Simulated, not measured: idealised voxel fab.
process module | voxel ribs on slabs
cross-section cut | 140 nm wide | cells 5 nm
A cross-section is a grid of square cells, given in bands from the top down. A band is one or more rows of cells.
Each band's line starts with the height of the band's top and of its bottom, in nm. Then come its materials from left to right, each with its width in nm. One material with "throughout" fills the band from edge to edge. "air" is empty space.
Height 0 is the level under which the wafer as received is all one material. The lowest band goes on downwards, as in "0 down".
A width such as "30 to 40" changes by the same amount from each row of cells to the next, from the band's top row to its bottom row.
"no change" after a step means that no cell of the cross-section changed.
closed voids: empty space of 8 cells or more with no open way to the top, each as width x height at its distance from the left edge, in nm
after a step's settings: what the simulator itself notes on the step
overlay nm, on a step with a mask: how far to the right of its planned place the mask lay; to the left if negative
plan
1 op RECEIVE | material Si
2 op DIRECTIONAL_DEP | material SiO2 | thk nm 30
3 op DIRECTIONAL_DEP | material SiN | thk nm 15
4 op DIRECTIONAL_DEP | material aC | thk nm 10
5 op PATTERN | tone cover | mask id RIB | material resist | width nm 30 | thk nm 30 | overlay nm 0
6 op DIRECTIONAL_ETCH | etch materials aC | depth nm 10
7 op STRIP | etch materials resist
8 op DIRECTIONAL_ETCH | etch materials SiN | depth nm 5
9 op STRIP | etch materials aC
10 op MASKED_ETCH | tone cover | mask id SLAB | width nm 90 | etch materials SiN | depth nm 10 | overlay nm -10
11 op FILL_DEP | material SiO2 | thk nm 30
12 op CMP | height nm 65
13 op DIRECTIONAL_DEP | material W | thk nm 10
14 op DIRECTIONAL_DEP | material aC | thk nm 10
15 op PATTERN | tone cover | mask id HEATER | material resist | width nm 40 | thk nm 30 | overlay nm 0
16 op DIRECTIONAL_ETCH | etch materials aC | depth nm 10
17 op STRIP | etch materials resist
18 op DIRECTIONAL_ETCH | etch materials W | depth nm 10
19 op STRIP | etch materials aC
20 op CONFORMAL_DEP | material SiN | thk nm 10
varied across the wafers: overlay nm of step 10. The plan shows the first wafer's value. All wafers start alike
first wafer as received, after step 1
  0 down: Si throughout
  closed voids: none
first wafer at the end, after step 20
  85 to 75: air 40 | SiN 60 | air 40
  75 to 65: SiN 50 | W 40 | SiN 50
  65 to 45: SiO2 throughout
  45 to 40: SiO2 55 | SiN 30 | SiO2 55
  40 to 30: SiO2 15 | SiN 90 | SiO2 35
  30 to 0: SiO2 throughout
  0 down: Si throughout
  closed voids: none
last wafer at the end
  85 to 75: air 40 | SiN 60 | air 40
  75 to 65: SiN 50 | W 40 | SiN 50
  65 to 45: SiO2 throughout
  45 to 40: SiO2 55 | SiN 30 | SiO2 55
  40 to 30: SiO2 35 | SiN 90 | SiO2 15
  30 to 0: SiO2 throughout
  0 down: Si throughout
  closed voids: none
each wafer at the end: cells of each material gained (+) or lost (-) since it was received, then its closed voids
overlay nm -10 | +106 SiN | +322 SiO2 | +16 W | closed voids: none
overlay nm -5 | +106 SiN | +322 SiO2 | +16 W | closed voids: none
overlay nm 0 | +106 SiN | +322 SiO2 | +16 W | closed voids: none
overlay nm 5 | +106 SiN | +322 SiO2 | +16 W | closed voids: none
overlay nm 10 | +106 SiN | +322 SiO2 | +16 W | closed voids: none
